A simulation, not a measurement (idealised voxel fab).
Documented hereafter: the process module known as voxel tone inversion.
175 nm wide, 5 nm square cells: that's cross-section cut.
Cross-section, as written here: a square-cell grid given band by band from the top down, where a band holds one or more rows of cells. Each band's line starts with the height of the band's top and of its bottom, in nm. Then come its materials from left to right, each with its width in nm. One material with "edge to edge" fills the band from edge to edge. "empty" is empty space. Where do heights start? At 0: under that level the wafer as delivered is made of one material only. And the lowest band has no floor; it just carries on downward, as in "z 0 and below". When a width is written as two numbers, as in "30..40", the first number is the width in the top row of cells of the band and the second is the width in its bottom row, and the width changes by the same amount from each row to the next. "nothing changed" after a step means that no cell of the cross-section changed. If an empty space has no open way to the top and is at least 8 cells in size, "Enclosed cavity list" lists it, written width x height at distance, where distance is measured from the left edge and every value is in nm. Post-settings text on a step line: simulator's own remark regarding the step. You can add "overlay nm" to a step's line. For a step with a mask, it describes how far the mask lay to the right of its planned position, and a negative number describes a lay to the left.
**Process steps foreseen in the plan**
- 1: RECEIVE (material Si)
- 2: CONFORMAL_DEP (material SiN; thk nm 5)
- 3: DIRECTIONAL_DEP (material aC; thk nm 20)
- 4: PATTERN (tone cover; mask id POSTS; material resist; width nm 25; pitch nm 40; thk nm 25; overlay nm 0)
- 5: DIRECTIONAL_ETCH (etch materials aC; depth nm 20)
- 6: STRIP (etch materials resist)
- 7: FILL_DEP (material SiO2; thk nm 10)
- 8: CMP (height nm 25)
- 9: STRIP (etch materials aC)
- 10: CONFORMAL_DEP (material TiN; thk nm 5)
- 11: FILL_DEP (material Cu; thk nm 5)
- 12: CMP (height nm 25)
- 13: CONFORMAL_DEP (material SiN; thk nm 5)
**Received-state cross-section, reflecting completion of step 1**
  z 0 and below  Si edge to edge
  Enclosed cavity list: none
**Cross-section, first of two wafers, end of module, run as planned**
  z 30 to 25  SiN edge to edge
  z 25 to 10  SiO2=15, then TiN=5, then Cu=15, then TiN=5, then SiO2=15, then TiN=5, then Cu=15, then TiN=5, then SiO2=15, then TiN=5, then Cu=15, then TiN=5, then SiO2=15, then TiN=5, then Cu=15, then TiN=5, then SiO2=15
  z 10 to 5  SiO2=15, then TiN=25, then SiO2=15, then TiN=25, then SiO2=15, then TiN=25, then SiO2=15, then TiN=25, then SiO2=15
  z 5 to 0  SiN edge to edge
  z 0 and below  Si edge to edge
  Enclosed cavity list: none
**The second wafer, shown in cross-section after the module: started the same way as the first and given the same plan, yet one mistake crept into how it was run**
  z 30 to 20  SiN edge to edge
  z 20 to 0  aC edge to edge
  z 0 and below  Si edge to edge
  Enclosed cavity list: none
Finding, execution versus plan: step 2 ran in the slot meant for step 3, and vice versa
Cell-count delta at end, second wafer over first, by material: 36 fewer of Cu | 60 fewer of SiO2 | 44 fewer of TiN | 140 more of aC
